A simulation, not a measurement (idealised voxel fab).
process module | voxel double patterning
cross-section cut | 190 nm wide | cells 5 nm
A cross-section is a grid of square cells, given in bands from the top down. A band is one or more rows of cells.
Each band's line starts with the height of the band's top and of its bottom, in nm. Then come its materials from left to right, each with its width in nm. One material with "throughout" fills the band from edge to edge. "air" is empty space.
Height 0 is the level under which the wafer as received is all one material. The lowest band goes on downwards, as in "0 down".
A width such as "30 to 40" changes by the same amount from each row of cells to the next, from the band's top row to its bottom row.
"no change" after a step means that no cell of the cross-section changed.
closed voids: empty space of 8 cells or more with no open way to the top, each as width x height at its distance from the left edge, in nm
after a step's settings: what the simulator itself notes on the step
overlay nm, on a step with a mask: how far to the right of its planned place the mask lay; to the left if negative
plan
1 op RECEIVE | material Si
2 op CONFORMAL_DEP | material SiO2 | thk nm 5
3 op DIRECTIONAL_DEP | material W | thk nm 15
4 op DIRECTIONAL_DEP | material SiN | thk nm 10
5 op MASKED_ETCH | tone open | mask id FIRST | width nm 15 | pitch nm 50 | etch materials SiN | depth nm 10 | overlay nm 0
6 op PATTERN | tone open | mask id SECOND | material resist | width nm 15 | thk nm 20 | overlay nm 0
7 op DIRECTIONAL_ETCH | etch materials SiN | depth nm 10
8 op STRIP | etch materials resist
9 op DIRECTIONAL_ETCH | etch materials W | depth nm 15
10 op STRIP | etch materials SiN
as received, after step 1
  0 down: Si throughout
  closed voids: none
a wafer at the end: this start, this plan, one mistake
  15 to 5: W throughout
  5 to 0: SiO2 throughout
  0 down: Si throughout
  closed voids: none
what went wrong: step 4 ran as: op DIRECTIONAL_DEP | material W | thk nm 10
